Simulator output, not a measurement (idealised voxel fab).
Process module name: voxel spacer lines
cross-section cut | 220 nm wide | cells 5 nm
Just so we're on the same page, the cross-sections are grids of square cells, and they're listed out in bands top to bottom, each band one or more rows deep.
Top, bottom (nm), then materials left to right with widths (nm); lone material tagged "throughout" fills the whole band edge to edge; "empty" = empty space.
A quick word on heights: they are counted from 0, and under that level the wafer as it came to us is one material throughout. The lowest band is different from the rest in having no bottom; it simply continues downward, written as in "0 -> down".
With a width like "30->40", each row of cells in the band differs from the next by the same amount, the top row carrying the first number and the bottom row the second.
You'll sometimes find "no alteration" written for a step, and that's the way of saying that nowhere in the cross-section did a cell change during that step.
Any empty space of 8 cells or more lacking an open way to the top shows up in "Unvented internal voids" as width x height at distance, distance from the left edge, in nm.
On each step's line, the part that comes after the settings is the simulator's own comment on the step.
When a step includes a mask, the "overlay nm" setting on its line states how far to the right of its planned place that mask lay, and negative values state how far to the left.
[So here's the lineup of process steps we planned]
1 RECEIVE: material Si
2 CONFORMAL_DEP: material Al2O3, thk nm 5
3 DIRECTIONAL_DEP: material TiN, thk nm 15
4 DIRECTIONAL_DEP: material aC, thk nm 25
5 PATTERN: tone cover, mask id MANDREL, material resist, width nm 20, pitch nm 70, thk nm 35, overlay nm 0
6 DIRECTIONAL_ETCH: etch materials aC, depth nm 25
7 STRIP: etch materials resist
8 CONFORMAL_DEP: material SiO2, thk nm 15
9 DIRECTIONAL_ETCH: etch materials SiO2, depth nm 15
10 STRIP: etch materials aC
11 DIRECTIONAL_ETCH: etch materials TiN, depth nm 15
12 STRIP: etch materials SiO2
13 FILL_DEP: material lowk, thk nm 10
14 CMP: height nm 20
[The cross-section here shows the wafer as received, i.e. in its state after step 1]
    0 -> down: Si throughout
    Unvented internal voids: none
[Looking at the first of two wafers in cross-section at end of module - ran to plan]
    20 -> 5: lowk (15) / TiN (15) / lowk (20) / TiN (15) / lowk (20) / TiN (15) / lowk (20) / TiN (15) / lowk (20) / TiN (15) / lowk (20) / TiN (15) / lowk (15)
    5 -> 0: Al2O3 throughout
    0 -> down: Si throughout
    Unvented internal voids: none
[Second wafer of the two, sectioned at the end of the module. It began like the first and followed the same plan, but one mistake was made while running it]
    20 -> 15: lowk throughout
    15 -> 0: lowk (15) / TiN (15) / lowk (20) / TiN (15) / lowk (20) / TiN (15) / lowk (20) / TiN (15) / lowk (20) / TiN (15) / lowk (20) / TiN (15) / lowk (15)
    0 -> down: Si throughout
    Unvented internal voids: none
Here's what went sideways: step 2 from the plan never happened, it was just skipped
Final comparison by cell count, materials where the second wafer has more or fewer than the first: 44 fewer of Al2O3 | 44 more of lowk
